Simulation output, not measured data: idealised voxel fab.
The following is a process module called voxel tone inversion.
140 nm wide, 5 nm square cells: that's cross-section cut.
Cross-section layout: square cells on a grid; listed as bands, top to bottom; a band spans one or more cell rows. A band entry consists of two parts. The first gives the height of the band's top and the height of its bottom, in nm. The rest lists the band's materials from left to right, each with its width in nm. A single material labelled with the word "all across" fills the band from edge to edge, and the word "blank" marks empty space. Height datum 0, below which the as-received substrate wafer is one material. Lowest band open at the bottom, running downward: "z 0 and below". Per-row width for "30->40": begins at first number (top row of band), ends at second number (bottom row), increment between rows held constant. "remained unchanged", as given for a step, is the statement that not any cell of the cross-section underwent a change during that step. Enclosed cavities: empty space of 8 cells or more with no open way to the top, each as width x height at its distance from the left edge, in nm. On a step's line, text after the settings is the simulator commenting on that step. The line of a step may include "overlay nm". On a step with a mask, this value is how far to the right of its planned place the mask lay. A negative value means the mask lay to the left. Reading key. Pairs: pre-step and post-step cross-section, one process step apart; post-step view only to lowest changed band. Step between + settings: beneath pair. Runs: pairs may be from different runs of this module, same starting wafer. Continuation from pair above: only where "State before" entry says.
**State before**
* z 0 and below  Si all across
* Enclosed cavities: none
**As Processed**
* z 10 to 0  SiCN all across
* At heights below 0, the structure remains unaltered.
* Enclosed cavities: none
Looking at the two cross-sections above, the step in the middle is CONFORMAL_DEP: material SiCN, thk nm 10
State before: we pick up right where the pair above leaves off, with its after cross-section.
**As Processed**
* z 30 to 10  aC all across
* At heights below 10, the structure remains unaltered.
* Enclosed cavities: none
Looking at the two cross-sections above, the step in the middle is DIRECTIONAL_DEP: material aC, thk nm 20
State before: we pick up right where the pair above leaves off, with its after cross-section.
**As Processed**
* z 60 to 30  blank 40  resist 15  blank 30  resist 15  blank 40
* At heights below 30, the structure remains unaltered.
* Enclosed cavities: none
Looking at the two cross-sections above, the step in the middle is PATTERN: tone cover, mask id POSTS, material resist, width nm 15, pitch nm 45, thk nm 30, overlay nm 0
State before: we pick up right where the pair above leaves off, with its after cross-section.
**As Processed**
* z 40 to 30  blank 40  resist 15  blank 30  resist 15  blank 40
* z 30 to 10  blank 40  aC 15  blank 30  aC 15  blank 40
* At heights below 10, the structure remains unaltered.
* Enclosed cavities: none
Looking at the two cross-sections above, the step in the middle is DIRECTIONAL_ETCH: etch materials aC, depth nm 20
State before: we pick up right where the pair above leaves off, with its after cross-section.
**As Processed**
* z 30 to 10  blank 40  aC 15  blank 30  aC 15  blank 40
* At heights below 10, the structure remains unaltered.
* Enclosed cavities: none
Looking at the two cross-sections above, the step in the middle is STRIP: etch materials resist
State before: we pick up right where the pair above leaves off, with its after cross-section.
**As Processed**
* z 35 to 30  lowk all across
* z 30 to 10  lowk 40  aC 15  lowk 30  aC 15  lowk 40
* At heights below 10, the structure remains unaltered.
* Enclosed cavities: none
Looking at the two cross-sections above, the step in the middle is FILL_DEP: material lowk, thk nm 5
State before: we pick up right where the pair above leaves off, with its after cross-section.
**As Processed**
* z 30 to 10  lowk 40  aC 15  lowk 30  aC 15  lowk 40
* At heights below 10, the structure remains unaltered.
* Enclosed cavities: none
Looking at the two cross-sections above, the step in the middle is CMP: height nm 30
State before: we pick up right where the pair above leaves off, with its after cross-section.
**As Processed**
* z 30 to 10  lowk 40  blank 15  lowk 30  blank 15  lowk 40
* At heights below 10, the structure remains unaltered.
* Enclosed cavities: none
Looking at the two cross-sections above, the step in the middle is STRIP: etch materials aC
**State before**
* z 0 and below  Si all across
* Enclosed cavities: none
**As Processed**
* z 20 to 0  aC all across
* At heights below 0, the structure remains unaltered.
* Enclosed cavities: none
Looking at the two cross-sections above, the step in the middle is DIRECTIONAL_DEP: material aC, thk nm 20
State before: we pick up right where the pair above leaves off, with its after cross-section.
**As Processed**
* z 30 to 20  SiCN all across
* At heights below 20, the structure remains unaltered.
* Enclosed cavities: none
Looking at the two cross-sections above, the step in the middle is CONFORMAL_DEP: material SiCN, thk nm 10
State before: we pick up right where the pair above leaves off, with its after cross-section.
**As Processed**
* z 60 to 30  blank 40  resist 15  blank 30  resist 15  blank 40
* At heights below 30, the structure remains unaltered.
* Enclosed cavities: none
Looking at the two cross-sections above, the step in the middle is PATTERN: tone cover, mask id POSTS, material resist, width nm 15, pitch nm 45, thk nm 30, overlay nm 0
State before: we pick up right where the pair above leaves off, with its after cross-section.
**As Processed**
* z 40 to 30  blank 40  resist 15  blank 30  resist 15  blank 40
* At heights below 30, the structure remains unaltered.
* Enclosed cavities: none
Looking at the two cross-sections above, the step in the middle is DIRECTIONAL_ETCH: etch materials aC, depth nm 20
State before: we pick up right where the pair above leaves off, with its after cross-section.
**As Processed**
* z 30 to 20  SiCN all across
* At heights below 20, the structure remains unaltered.
* Enclosed cavities: none
Looking at the two cross-sections above, the step in the middle is STRIP: etch materials resist
State before: we pick up right where the pair above leaves off, with its after cross-section.
**As Processed**
* z 35 to 30  lowk all across
* At heights below 30, the structure remains unaltered.
* Enclosed cavities: none
Looking at the two cross-sections above, the step in the middle is FILL_DEP: material lowk, thk nm 5
State before: we pick up right where the pair above leaves off, with its after cross-section.
**As Processed**
* z 30 to 20  SiCN all across
* At heights below 20, the structure remains unaltered.
* Enclosed cavities: none
Looking at the two cross-sections above, the step in the middle is CMP: height nm 30
**State before**
* z 0 and below  Si all across
* Enclosed cavities: none
**As Processed**
* z 15 to 0  SiCN all across
* At heights below 0, the structure remains unaltered.
* Enclosed cavities: none
Looking at the two cross-sections above, the step in the middle is CONFORMAL_DEP: material SiCN, thk nm 15
State before: we pick up right where the pair above leaves off, with its after cross-section.
**As Processed**
* z 35 to 15  aC all across
* At heights below 15, the structure remains unaltered.
* Enclosed cavities: none
Looking at the two cross-sections above, the step in the middle is DIRECTIONAL_DEP: material aC, thk nm 20
State before: we pick up right where the pair above leaves off, with its after cross-section.
**As Processed**
* z 65 to 35  blank 40  resist 15  blank 30  resist 15  blank 40
* At heights below 35, the structure remains unaltered.
* Enclosed cavities: none
Looking at the two cross-sections above, the step in the middle is PATTERN: tone cover, mask id POSTS, material resist, width nm 15, pitch nm 45, thk nm 30, overlay nm 0
State before: we pick up right where the pair above leaves off, with its after cross-section.
**As Processed**
* z 45 to 35  blank 40  resist 15  blank 30  resist 15  blank 40
* z 35 to 15  blank 40  aC 15  blank 30  aC 15  blank 40
* At heights below 15, the structure remains unaltered.
* Enclosed cavities: none
Looking at the two cross-sections above, the step in the middle is DIRECTIONAL_ETCH: etch materials aC, depth nm 20
State before: we pick up right where the pair above leaves off, with its after cross-section.
**As Processed**
* z 35 to 15  blank 40  aC 15  blank 30  aC 15  blank 40
* At heights below 15, the structure remains unaltered.
* Enclosed cavities: none
Looking at the two cross-sections above, the step in the middle is STRIP: etch materials resist
State before: we pick up right where the pair above leaves off, with its after cross-section.
**As Processed**
* z 40 to 35  lowk all across
* z 35 to 15  lowk 40  aC 15  lowk 30  aC 15  lowk 40
* At heights below 15, the structure remains unaltered.
* Enclosed cavities: none
Looking at the two cross-sections above, the step in the middle is FILL_DEP: material lowk, thk nm 5
State before: we pick up right where the pair above leaves off, with its after cross-section.
**As Processed**
* z 30 to 15  lowk 40  aC 15  lowk 30  aC 15  lowk 40
* At heights below 15, the structure remains unaltered.
* Enclosed cavities: none
Looking at the two cross-sections above, the step in the middle is CMP: height nm 30
State before: we pick up right where the pair above leaves off, with its after cross-section.
**As Processed**
* z 30 to 15  lowk 40  blank 15  lowk 30  blank 15  lowk 40
* At heights below 15, the structure remains unaltered.
* Enclosed cavities: none
Looking at the two cross-sections above, the step in the middle is STRIP: etch materials aC
**State before**
* z 30 to 10  aC all across
* z 10 to 0  SiCN all across
* z 0 and below  Si all across
* Enclosed cavities: none
**As Processed**
* z 60 to 30  blank 35  resist 25  blank 20  resist 25  blank 35
* At heights below 30, the structure remains unaltered.
* Enclosed cavities: none
Looking at the two cross-sections above, the step in the middle is PATTERN: tone cover, mask id POSTS, material resist, width nm 25, pitch nm 45, thk nm 30, overlay nm 0
State before: we pick up right where the pair above leaves off, with its after cross-section.
**As Processed**
* z 40 to 30  blank 35  resist 25  blank 20  resist 25  blank 35
* z 30 to 10  blank 35  aC 25  blank 20  aC 25  blank 35
* At heights below 10, the structure remains unaltered.
* Enclosed cavities: none
Looking at the two cross-sections above, the step in the middle is DIRECTIONAL_ETCH: etch materials aC, depth nm 20
State before: we pick up right where the pair above leaves off, with its after cross-section.
**As Processed**
* z 30 to 10  blank 35  aC 25  blank 20  aC 25  blank 35
* At heights below 10, the structure remains unaltered.
* Enclosed cavities: none
Looking at the two cross-sections above, the step in the middle is STRIP: etch materials resist
State before: we pick up right where the pair above leaves off, with its after cross-section.
**As Processed**
* z 35 to 30  lowk all across
* z 30 to 10  lowk 35  aC 25  lowk 20  aC 25  lowk 35
* At heights below 10, the structure remains unaltered.
* Enclosed cavities: none
Looking at the two cross-sections above, the step in the middle is FILL_DEP: material lowk, thk nm 5
State before: we pick up right where the pair above leaves off, with its after cross-section.
**As Processed**
* z 30 to 10  lowk 35  aC 25  lowk 20  aC 25  lowk 35
* At heights below 10, the structure remains unaltered.
* Enclosed cavities: none
Looking at the two cross-sections above, the step in the middle is CMP: height nm 30
State before: we pick up right where the pair above leaves off, with its after cross-section.
**As Processed**
* z 30 to 10  lowk 35  blank 25  lowk 20  blank 25  lowk 35
* At heights below 10, the structure remains unaltered.
* Enclosed cavities: none
Looking at the two cross-sections above, the step in the middle is STRIP: etch materials aC
**State before**
* z 30 to 10  aC all across
* z 10 to 0  SiCN all across
* z 0 and below  Si all across
* Enclosed cavities: none
**As Processed**
* z 60 to 30  blank 30  resist 15  blank 30  resist 15  blank 50
* At heights below 30, the structure remains unaltered.
* Enclosed cavities: none
Looking at the two cross-sections above, the step in the middle is PATTERN: tone cover, mask id POSTS, material resist, width nm 15, pitch nm 45, thk nm 30, overlay nm -10
State before: we pick up right where the pair above leaves off, with its after cross-section.
**As Processed**
* z 40 to 30  blank 30  resist 15  blank 30  resist 15  blank 50
* z 30 to 10  blank 30  aC 15  blank 30  aC 15  blank 50
* At heights below 10, the structure remains unaltered.
* Enclosed cavities: none
Looking at the two cross-sections above, the step in the middle is DIRECTIONAL_ETCH: etch materials aC, depth nm 20
State before: we pick up right where the pair above leaves off, with its after cross-section.
**As Processed**
* z 30 to 10  blank 30  aC 15  blank 30  aC 15  blank 50
* At heights below 10, the structure remains unaltered.
* Enclosed cavities: none
Looking at the two cross-sections above, the step in the middle is STRIP: etch materials resist
State before: we pick up right where the pair above leaves off, with its after cross-section.
**As Processed**
* z 35 to 30  lowk all across
* z 30 to 10  lowk 30  aC 15  lowk 30  aC 15  lowk 50
* At heights below 10, the structure remains unaltered.
* Enclosed cavities: none
Looking at the two cross-sections above, the step in the middle is FILL_DEP: material lowk, thk nm 5
State before: we pick up right where the pair above leaves off, with its after cross-section.
**As Processed**
* z 30 to 10  lowk 30  aC 15  lowk 30  aC 15  lowk 50
* At heights below 10, the structure remains unaltered.
* Enclosed cavities: none
Looking at the two cross-sections above, the step in the middle is CMP: height nm 30
State before: we pick up right where the pair above leaves off, with its after cross-section.
**As Processed**
* z 30 to 10  lowk 30  blank 15  lowk 30  blank 15  lowk 50
* At heights below 10, the structure remains unaltered.
* Enclosed cavities: none
Looking at the two cross-sections above, the step in the middle is STRIP: etch materials aC
**State before**
* z 30 to 10  blank 40  aC 15  blank 30  aC 15  blank 40
* z 10 to 0  SiCN all across
* z 0 and below  Si all across
* Enclosed cavities: none
**As Processed**
* z 35 to 30  SiCN all across
* z 30 to 10  SiCN 40  aC 15  SiCN 30  aC 15  SiCN 40
* At heights below 10, the structure remains unaltered.
* Enclosed cavities: none
Looking at the two cross-sections above, the step in the middle is FILL_DEP: material SiCN, thk nm 5
State before: we pick up right where the pair above leaves off, with its after cross-section.
**As Processed**
* z 30 to 10  SiCN 40  aC 15  SiCN 30  aC 15  SiCN 40
* At heights below 10, the structure remains unaltered.
* Enclosed cavities: none
Looking at the two cross-sections above, the step in the middle is CMP: height nm 30
State before: we pick up right where the pair above leaves off, with its after cross-section.
**As Processed**
* z 30 to 10  SiCN 40  blank 15  SiCN 30  blank 15  SiCN 40
* At heights below 10, the structure remains unaltered.
* Enclosed cavities: none
Looking at the two cross-sections above, the step in the middle is STRIP: etch materials aC
**State before**
* z 30 to 10  aC all across
* z 10 to 0  SiCN all across
* z 0 and below  Si all across
* Enclosed cavities: none
**As Processed**
* z 60 to 30  resist 40  blank 15  resist 30  blank 15  resist 40
* At heights below 30, the structure remains unaltered.
* Enclosed cavities: none
Looking at the two cross-sections above, the step in the middle is PATTERN: tone open, mask id POSTS, material resist, width nm 15, pitch nm 45, thk nm 30, overlay nm 0
State before: we pick up right where the pair above leaves off, with its after cross-section.
**As Processed**
* z 40 to 30  resist 40  blank 15  resist 30  blank 15  resist 40
* z 30 to 10  aC 40  blank 15  aC 30  blank 15  aC 40
* At heights below 10, the structure remains unaltered.
* Enclosed cavities: none
Looking at the two cross-sections above, the step in the middle is DIRECTIONAL_ETCH: etch materials aC, depth nm 20
State before: we pick up right where the pair above leaves off, with its after cross-section.
**As Processed**
* z 30 to 10  aC 40  blank 15  aC 30  blank 15  aC 40
* At heights below 10, the structure remains unaltered.
* Enclosed cavities: none
Looking at the two cross-sections above, the step in the middle is STRIP: etch materials resist
State before: we pick up right where the pair above leaves off, with its after cross-section.
**As Processed**
* z 35 to 30  lowk all across
* z 30 to 10  aC 40  lowk 15  aC 30  lowk 15  aC 40
* At heights below 10, the structure remains unaltered.
* Enclosed cavities: none
Looking at the two cross-sections above, the step in the middle is FILL_DEP: material lowk, thk nm 5
State before: we pick up right where the pair above leaves off, with its after cross-section.
**As Processed**
* z 30 to 10  aC 40  lowk 15  aC 30  lowk 15  aC 40
* At heights below 10, the structure remains unaltered.
* Enclosed cavities: none
Looking at the two cross-sections above, the step in the middle is CMP: height nm 30
State before: we pick up right where the pair above leaves off, with its after cross-section.
**As Processed**
* z 30 to 10  blank 40  lowk 15  blank 30  lowk 15  blank 40
* At heights below 10, the structure remains unaltered.
* Enclosed cavities: none
Looking at the two cross-sections above, the step in the middle is STRIP: etch materials aC
